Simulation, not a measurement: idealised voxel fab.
The following is a process module called voxel double patterning.
Each square cell in cross-section cut measures 5 nm, and the section as a whole is 265 nm wide.
Cross-section spec: square-cell grid; bands listed top down; each band is one or more rows. Band: top height; bottom height; in nm. Then, left to right: material with width in nm, for each material. "edge to edge": a single material spanning edge to edge. "air": empty space. Measure heights from 0. That's the level where, below it, the as-received wafer is all one material. The lowest band is bottomless and extends downward; write it as in "0 and below". So if you see something like "30 to 40" for the width, read it as the top row of the band sitting at the first number and the bottom row at the second, with every row in between moving by the same amount as the last. It should be understood that the words "no change occurred", when stated for a given step, signify that the cross-section underwent no change in any of its cells during that step. Voids not open to the top, 8 cells minimum: see "Cavities, closed". Written width x height at distance; distance is from the left edge; nm. The remark found on a step's line after its settings is issued by the simulator itself and pertains to that step. Among the settings permitted on a step's line is "overlay nm"; applied to a step with a mask, it specifies the extent to which the mask lay to the right of its planned position, whereas a negative figure signifies a position to the left.
[The following list gives the planned process steps]
step 1: RECEIVE: material Si
step 2: CONFORMAL_DEP: material SiO2, thk nm 10
step 3: DIRECTIONAL_DEP: material polySi, thk nm 20
step 4: DIRECTIONAL_DEP: material SiCN, thk nm 5
step 5: DIRECTIONAL_DEP: material aC, thk nm 15
step 6: PATTERN: tone open, mask id FIRST, material resist, width nm 15, pitch nm 50, thk nm 35, overlay nm 0
step 7: DIRECTIONAL_ETCH: etch materials aC, depth nm 15
step 8: STRIP: etch materials resist
step 9: DIRECTIONAL_ETCH: etch materials SiCN, depth nm 5
step 10: STRIP: etch materials aC
step 11: PATTERN: tone open, mask id SECOND, material resist, width nm 15, thk nm 20, overlay nm 0
step 12: DIRECTIONAL_ETCH: etch materials SiCN, depth nm 5
step 13: STRIP: etch materials resist
step 14: DIRECTIONAL_ETCH: etch materials polySi, depth nm 20
step 15: STRIP: etch materials SiCN
[First of two wafers, with the run carried out as planned]
[This is the cross-section of the wafer as we received it, i.e. after step 1]
	0 and below = Si edge to edge
	Cavities, closed: none
[How the wafer stands in section after step 2]
	10 down to 0 = SiO2 edge to edge
	Under the height 0 nothing was changed.
[How the wafer stands in section after step 3]
	30 down to 10 = polySi edge to edge
	Under the height 10 nothing was changed.
[How the wafer stands in section after step 4]
	35 down to 30 = SiCN edge to edge
	Under the height 30 nothing was changed.
[How the wafer stands in section after step 5]
	50 down to 35 = aC edge to edge
	Under the height 35 nothing was changed.
[How the wafer stands in section after step 6]
	85 down to 50 = resist: 100, air: 15, resist: 35, air: 15, resist: 100
	Under the height 50 nothing was changed.
[How the wafer stands in section after step 7]
	70 down to 50 = resist: 100, air: 15, resist: 35, air: 15, resist: 100
	50 down to 35 = aC: 100, air: 15, aC: 35, air: 15, aC: 100
	Under the height 35 nothing was changed.
[How the wafer stands in section after step 8]
	50 down to 35 = aC: 100, air: 15, aC: 35, air: 15, aC: 100
	Under the height 35 nothing was changed.
[How the wafer stands in section after step 9]
	50 down to 35 = aC: 100, air: 15, aC: 35, air: 15, aC: 100
	35 down to 30 = SiCN: 100, air: 15, SiCN: 35, air: 15, SiCN: 100
	Under the height 30 nothing was changed.
[How the wafer stands in section after step 10]
	35 down to 30 = SiCN: 100, air: 15, SiCN: 35, air: 15, SiCN: 100
	Under the height 30 nothing was changed.
[How the wafer stands in section after step 11]
	55 down to 35 = resist: 125, air: 15, resist: 125
	35 down to 30 = SiCN: 100, resist: 15, SiCN: 35, resist: 15, SiCN: 100
	Under the height 30 nothing was changed.
[How the wafer stands in section after step 12]
	55 down to 35 = resist: 125, air: 15, resist: 125
	35 down to 30 = SiCN: 100, resist: 15, SiCN: 10, air: 15, SiCN: 10, resist: 15, SiCN: 100
	Under the height 30 nothing was changed.
[How the wafer stands in section after step 13]
	35 down to 30 = SiCN: 100, air: 15, SiCN: 10, air: 15, SiCN: 10, air: 15, SiCN: 100
	Under the height 30 nothing was changed.
[How the wafer stands in section after step 14]
	35 down to 30 = SiCN: 100, air: 15, SiCN: 10, air: 15, SiCN: 10, air: 15, SiCN: 100
	30 down to 10 = polySi: 100, air: 15, polySi: 10, air: 15, polySi: 10, air: 15, polySi: 100
	Under the height 10 nothing was changed.
[How the wafer stands in section after step 15]
	30 down to 10 = polySi: 100, air: 15, polySi: 10, air: 15, polySi: 10, air: 15, polySi: 100
	Under the height 10 nothing was changed.
[The second wafer was prepared from the same starting point and under the same plan as the first; its processing contained one mistake, and it remains indistinguishable from the first wafer up to and including step 2]
[Second wafer, cross-section, planned end of step 3]
	40 down to 10 = polySi edge to edge
	Under the height 10 nothing was changed.
[Second wafer, cross-section, planned end of step 4]
	45 down to 40 = SiCN edge to edge
	Under the height 40 nothing was changed.
[Second wafer, cross-section, planned end of step 5]
	60 down to 45 = aC edge to edge
	Under the height 45 nothing was changed.
[Second wafer, cross-section, planned end of step 6]
	95 down to 60 = resist: 100, air: 15, resist: 35, air: 15, resist: 100
	Under the height 60 nothing was changed.
[Second wafer, cross-section, planned end of step 7]
	80 down to 60 = resist: 100, air: 15, resist: 35, air: 15, resist: 100
	60 down to 45 = aC: 100, air: 15, aC: 35, air: 15, aC: 100
	Under the height 45 nothing was changed.
[Second wafer, cross-section, planned end of step 8]
	60 down to 45 = aC: 100, air: 15, aC: 35, air: 15, aC: 100
	Under the height 45 nothing was changed.
[Second wafer, cross-section, planned end of step 9]
	60 down to 45 = aC: 100, air: 15, aC: 35, air: 15, aC: 100
	45 down to 40 = SiCN: 100, air: 15, SiCN: 35, air: 15, SiCN: 100
	Under the height 40 nothing was changed.
[Second wafer, cross-section, planned end of step 10]
	45 down to 40 = SiCN: 100, air: 15, SiCN: 35, air: 15, SiCN: 100
	Under the height 40 nothing was changed.
[Second wafer, cross-section, planned end of step 11]
	65 down to 45 = resist: 125, air: 15, resist: 125
	45 down to 40 = SiCN: 100, resist: 15, SiCN: 35, resist: 15, SiCN: 100
	Under the height 40 nothing was changed.
[Second wafer, cross-section, planned end of step 12]
	65 down to 45 = resist: 125, air: 15, resist: 125
	45 down to 40 = SiCN: 100, resist: 15, SiCN: 10, air: 15, SiCN: 10, resist: 15, SiCN: 100
	Under the height 40 nothing was changed.
[Second wafer, cross-section, planned end of step 13]
	45 down to 40 = SiCN: 100, air: 15, SiCN: 10, air: 15, SiCN: 10, air: 15, SiCN: 100
	Under the height 40 nothing was changed.
[Second wafer, cross-section, planned end of step 14]
	45 down to 40 = SiCN: 100, air: 15, SiCN: 10, air: 15, SiCN: 10, air: 15, SiCN: 100
	40 down to 20 = polySi: 100, air: 15, polySi: 10, air: 15, polySi: 10, air: 15, polySi: 100
	Under the height 20 nothing was changed.
[Second wafer, cross-section, planned end of step 15]
	40 down to 20 = polySi: 100, air: 15, polySi: 10, air: 15, polySi: 10, air: 15, polySi: 100
	Under the height 20 nothing was changed.
Error vs. plan: in deviation from the planned setting, step 3 was conducted as DIRECTIONAL_DEP: material polySi, thk nm 30
The second wafer ends with more or fewer cells of some materials than the first, per final count: 106 more of polySi
